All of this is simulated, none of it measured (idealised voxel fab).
process module | voxel capacitor over wiring
cross-section cut | 245 nm wide | cells 5 nm
A cross-section is a grid of square cells, given in bands from the top down. A band is one or more rows of cells.
Each band's line starts with the height of the band's top and of its bottom, in nm. Then come its materials from left to right, each with its width in nm. One material with "throughout" fills the band from edge to edge. "air" is empty space.
Height 0 is the level under which the wafer as received is all one material. The lowest band goes on downwards, as in "0 down".
A width such as "30 to 40" changes by the same amount from each row of cells to the next, from the band's top row to its bottom row.
"no change" after a step means that no cell of the cross-section changed.
closed voids: empty space of 8 cells or more with no open way to the top, each as width x height at its distance from the left edge, in nm
after a step's settings: what the simulator itself notes on the step
overlay nm, on a step with a mask: how far to the right of its planned place the mask lay; to the left if negative
plan
1 op RECEIVE | material Si
2 op CONFORMAL_DEP | material SiO2 | thk nm 15
3 op DIRECTIONAL_DEP | material TiN | thk nm 5
4 op DIRECTIONAL_DEP | material W | thk nm 15
5 op MASKED_ETCH | tone cover | mask id METAL_1 | width nm 20 | pitch nm 85 | etch materials W | depth nm 15 | overlay nm 0
6 op MASKED_ETCH | tone cover | mask id METAL_1 | width nm 20 | pitch nm 85 | etch materials TiN | depth nm 5 | overlay nm 0
7 op CONFORMAL_DEP | material SiN | thk nm 5
8 op FILL_DEP | material lowk | thk nm 10
9 op CMP | height nm 35
10 op CONFORMAL_DEP | material SiCN | thk nm 5
11 op DIRECTIONAL_DEP | material lowk | thk nm 20
12 op MASKED_ETCH | tone open | mask id PLUG_1 | width nm 15 | etch materials lowk | depth nm 20 | overlay nm 0
13 op MASKED_ETCH | tone open | mask id PLUG_1 | width nm 15 | etch materials SiCN | depth nm 5 | overlay nm 0
14 op EPI | material Ru | thk nm 10
15 op EPI | material Ru | thk nm 10
16 op EPI | material Ru | thk nm 5
17 op DIRECTIONAL_DEP | material TiN | thk nm 5
18 op DIRECTIONAL_DEP | material Al2O3 | thk nm 5
19 op DIRECTIONAL_DEP | material TiN | thk nm 5
20 op PATTERN | tone cover | mask id UPPER_PLATE | material resist | width nm 70 | thk nm 15 | overlay nm 0
21 op DIRECTIONAL_ETCH | etch materials TiN | depth nm 5
22 op DIRECTIONAL_ETCH | etch materials Al2O3 | depth nm 5
23 op STRIP | etch materials resist
24 op PATTERN | tone cover | mask id LOWER_PLATE | material resist | width nm 80 | thk nm 20 | overlay nm 0
25 op DIRECTIONAL_ETCH | etch materials TiN | depth nm 5
26 op STRIP | etch materials resist
27 op FILL_DEP | material SiO2 | thk nm 20
28 op CMP | height nm 90
29 op MASKED_ETCH | tone open | mask id PLUG_2 | width nm 15 | etch materials SiO2 | depth nm 15 | overlay nm 0
30 op CONFORMAL_DEP | material TiN | thk nm 5
31 op FILL_DEP | material Ru | thk nm 10
32 op CMP | height nm 90
33 op CONFORMAL_DEP | material SiN | thk nm 5
first wafer, as planned
as received, after step 1
  0 down: Si throughout
  closed voids: none
after step 2
  15 to 0: SiO2 throughout
  below 0: unchanged
after step 3
  20 to 15: TiN throughout
  below 15: unchanged
after step 4
  35 to 20: W throughout
  below 20: unchanged
after step 5
  35 to 20: air 70 | W 20 | air 65 | W 20 | air 70
  below 20: unchanged
after step 6
  35 to 20: air 70 | W 20 | air 65 | W 20 | air 70
  20 to 15: air 70 | TiN 20 | air 65 | TiN 20 | air 70
  below 15: unchanged
after step 7
  40 to 35: air 65 | SiN 30 | air 55 | SiN 30 | air 65
  35 to 20: air 65 | SiN 5 | W 20 | SiN 5 | air 55 | SiN 5 | W 20 | SiN 5 | air 65
  20 to 15: SiN 70 | TiN 20 | SiN 65 | TiN 20 | SiN 70
  below 15: unchanged
after step 8
  50 to 40: lowk throughout
  40 to 35: lowk 65 | SiN 30 | lowk 55 | SiN 30 | lowk 65
  35 to 20: lowk 65 | SiN 5 | W 20 | SiN 5 | lowk 55 | SiN 5 | W 20 | SiN 5 | lowk 65
  below 20: unchanged
after step 9
  35 to 20: lowk 65 | SiN 5 | W 20 | SiN 5 | lowk 55 | SiN 5 | W 20 | SiN 5 | lowk 65
  below 20: unchanged
after step 10
  40 to 35: SiCN throughout
  below 35: unchanged
after step 11
  60 to 40: lowk throughout
  below 40: unchanged
after step 12
  60 to 40: lowk 75 | air 15 | lowk 155
  below 40: unchanged
after step 13
  60 to 40: lowk 75 | air 15 | lowk 155
  40 to 35: SiCN 75 | air 15 | SiCN 155
  below 35: unchanged
after step 14
  60 to 45: lowk 75 | air 15 | lowk 155
  45 to 40: lowk 75 | Ru 15 | lowk 155
  40 to 35: SiCN 75 | Ru 15 | SiCN 155
  below 35: unchanged
after step 15
  60 to 55: lowk 75 | air 15 | lowk 155
  55 to 40: lowk 75 | Ru 15 | lowk 155
  below 40: unchanged
after step 16
  60 to 40: lowk 75 | Ru 15 | lowk 155
  below 40: unchanged
after step 17
  65 to 60: TiN throughout
  below 60: unchanged
after step 18
  70 to 65: Al2O3 throughout
  below 65: unchanged
after step 19
  75 to 70: TiN throughout
  below 70: unchanged
after step 20
  90 to 75: air 75 | resist 70 | air 100
  below 75: unchanged
after step 21
  90 to 75: air 75 | resist 70 | air 100
  75 to 70: air 75 | TiN 70 | air 100
  below 70: unchanged
after step 22
  90 to 75: air 75 | resist 70 | air 100
  75 to 70: air 75 | TiN 70 | air 100
  70 to 65: air 75 | Al2O3 70 | air 100
  below 65: unchanged
after step 23
  75 to 70: air 75 | TiN 70 | air 100
  below 70: unchanged
after step 24
  95 to 75: air 70 | resist 80 | air 95
  75 to 70: air 70 | resist 5 | TiN 70 | resist 5 | air 95
  70 to 65: air 70 | resist 5 | Al2O3 70 | resist 5 | air 95
  below 65: unchanged
after step 25
  95 to 75: air 70 | resist 80 | air 95
  75 to 70: air 70 | resist 5 | TiN 70 | resist 5 | air 95
  70 to 65: air 70 | resist 5 | Al2O3 70 | resist 5 | air 95
  65 to 60: air 70 | TiN 80 | air 95
  below 60: unchanged
after step 26
  75 to 70: air 75 | TiN 70 | air 100
  70 to 65: air 75 | Al2O3 70 | air 100
  below 65: unchanged
after step 27
  95 to 75: SiO2 throughout
  75 to 70: SiO2 75 | TiN 70 | SiO2 100
  70 to 65: SiO2 75 | Al2O3 70 | SiO2 100
  65 to 60: SiO2 70 | TiN 80 | SiO2 95
  below 60: unchanged
after step 28
  90 to 75: SiO2 throughout
  below 75: unchanged
after step 29
  90 to 75: SiO2 85 | air 15 | SiO2 145
  below 75: unchanged
after step 30
  95 to 90: TiN 90 | air 5 | TiN 150
  90 to 80: SiO2 85 | TiN 5 | air 5 | TiN 5 | SiO2 145
  80 to 70: SiO2 85 to 75 | TiN 15 to 70 | SiO2 145 to 100
  below 70: unchanged
after step 31
  105 to 95: Ru throughout
  95 to 90: TiN 90 | Ru 5 | TiN 150
  90 to 80: SiO2 85 | TiN 5 | Ru 5 | TiN 5 | SiO2 145
  below 80: unchanged
after step 32
  90 to 80: SiO2 85 | TiN 5 | Ru 5 | TiN 5 | SiO2 145
  below 80: unchanged
after step 33
  95 to 90: SiN throughout
  below 90: unchanged
second wafer: like start, like plan, one mistake. Through step 4 it matches the first wafer
when step 5 should have ended
  35 to 20: air 60 | W 20 | air 65 | W 20 | air 80
  below 20: unchanged
when step 6 should have ended
  35 to 20: air 60 | W 20 | air 65 | W 20 | air 80
  20 to 15: air 60 | TiN 30 | air 55 | TiN 30 | air 70
  below 15: unchanged
when step 7 should have ended
  40 to 35: air 55 | SiN 30 | air 55 | SiN 30 | air 75
  35 to 25: air 55 | SiN 5 | W 20 | SiN 5 | air 55 | SiN 5 | W 20 | SiN 5 | air 75
  25 to 20: air 55 | SiN 5 | W 20 | SiN 15 | air 45 | SiN 5 | W 20 | SiN 15 | air 65
  20 to 15: SiN 60 | TiN 30 | SiN 55 | TiN 30 | SiN 70
  below 15: unchanged
when step 8 should have ended
  50 to 40: lowk throughout
  40 to 35: lowk 55 | SiN 30 | lowk 55 | SiN 30 | lowk 75
  35 to 25: lowk 55 | SiN 5 | W 20 | SiN 5 | lowk 55 | SiN 5 | W 20 | SiN 5 | lowk 75
  25 to 20: lowk 55 | SiN 5 | W 20 | SiN 15 | lowk 45 | SiN 5 | W 20 | SiN 15 | lowk 65
  below 20: unchanged
when step 9 should have ended
  35 to 25: lowk 55 | SiN 5 | W 20 | SiN 5 | lowk 55 | SiN 5 | W 20 | SiN 5 | lowk 75
  below 25: unchanged
when step 10 should have ended
  40 to 35: SiCN throughout
  below 35: unchanged
when step 11 should have ended
  60 to 40: lowk throughout
  below 40: unchanged
when step 12 should have ended
  60 to 40: lowk 75 | air 15 | lowk 155
  below 40: unchanged
when step 13 should have ended
  60 to 40: lowk 75 | air 15 | lowk 155
  40 to 35: SiCN 75 | air 15 | SiCN 155
  below 35: unchanged
when step 14 should have ended
  60 to 45: lowk 75 | air 15 | lowk 155
  45 to 40: lowk 75 | Ru 15 | lowk 155
  40 to 35: SiCN 75 | Ru 15 | SiCN 155
  below 35: unchanged
when step 15 should have ended
  60 to 55: lowk 75 | air 15 | lowk 155
  55 to 40: lowk 75 | Ru 15 | lowk 155
  below 40: unchanged
when step 16 should have ended
  60 to 40: lowk 75 | Ru 15 | lowk 155
  below 40: unchanged
when step 17 should have ended
  65 to 60: TiN throughout
  below 60: unchanged
when step 18 should have ended
  70 to 65: Al2O3 throughout
  below 65: unchanged
when step 19 should have ended
  75 to 70: TiN throughout
  below 70: unchanged
when step 20 should have ended
  90 to 75: air 75 | resist 70 | air 100
  below 75: unchanged
when step 21 should have ended
  90 to 75: air 75 | resist 70 | air 100
  75 to 70: air 75 | TiN 70 | air 100
  below 70: unchanged
when step 22 should have ended
  90 to 75: air 75 | resist 70 | air 100
  75 to 70: air 75 | TiN 70 | air 100
  70 to 65: air 75 | Al2O3 70 | air 100
  below 65: unchanged
when step 23 should have ended
  75 to 70: air 75 | TiN 70 | air 100
  below 70: unchanged
when step 24 should have ended
  95 to 75: air 70 | resist 80 | air 95
  75 to 70: air 70 | resist 5 | TiN 70 | resist 5 | air 95
  70 to 65: air 70 | resist 5 | Al2O3 70 | resist 5 | air 95
  below 65: unchanged
when step 25 should have ended
  95 to 75: air 70 | resist 80 | air 95
  75 to 70: air 70 | resist 5 | TiN 70 | resist 5 | air 95
  70 to 65: air 70 | resist 5 | Al2O3 70 | resist 5 | air 95
  65 to 60: air 70 | TiN 80 | air 95
  below 60: unchanged
when step 26 should have ended
  75 to 70: air 75 | TiN 70 | air 100
  70 to 65: air 75 | Al2O3 70 | air 100
  below 65: unchanged
when step 27 should have ended
  95 to 75: SiO2 throughout
  75 to 70: SiO2 75 | TiN 70 | SiO2 100
  70 to 65: SiO2 75 | Al2O3 70 | SiO2 100
  65 to 60: SiO2 70 | TiN 80 | SiO2 95
  below 60: unchanged
when step 28 should have ended
  90 to 75: SiO2 throughout
  below 75: unchanged
when step 29 should have ended
  90 to 75: SiO2 85 | air 15 | SiO2 145
  below 75: unchanged
when step 30 should have ended
  95 to 90: TiN 90 | air 5 | TiN 150
  90 to 80: SiO2 85 | TiN 5 | air 5 | TiN 5 | SiO2 145
  80 to 70: SiO2 85 to 75 | TiN 15 to 70 | SiO2 145 to 100
  below 70: unchanged
when step 31 should have ended
  105 to 95: Ru throughout
  95 to 90: TiN 90 | Ru 5 | TiN 150
  90 to 80: SiO2 85 | TiN 5 | Ru 5 | TiN 5 | SiO2 145
  below 80: unchanged
when step 32 should have ended
  90 to 80: SiO2 85 | TiN 5 | Ru 5 | TiN 5 | SiO2 145
  below 80: unchanged
when step 33 should have ended
  95 to 90: SiN throughout
  below 90: unchanged
what went wrong: step 5 ran as: op MASKED_ETCH | tone cover | mask id METAL_1 | width nm 20 | pitch nm 85 | etch materials W | depth nm 15 | overlay nm -10
at the end the second wafer has, in cells: 4 more of TiN | 4 fewer of lowk
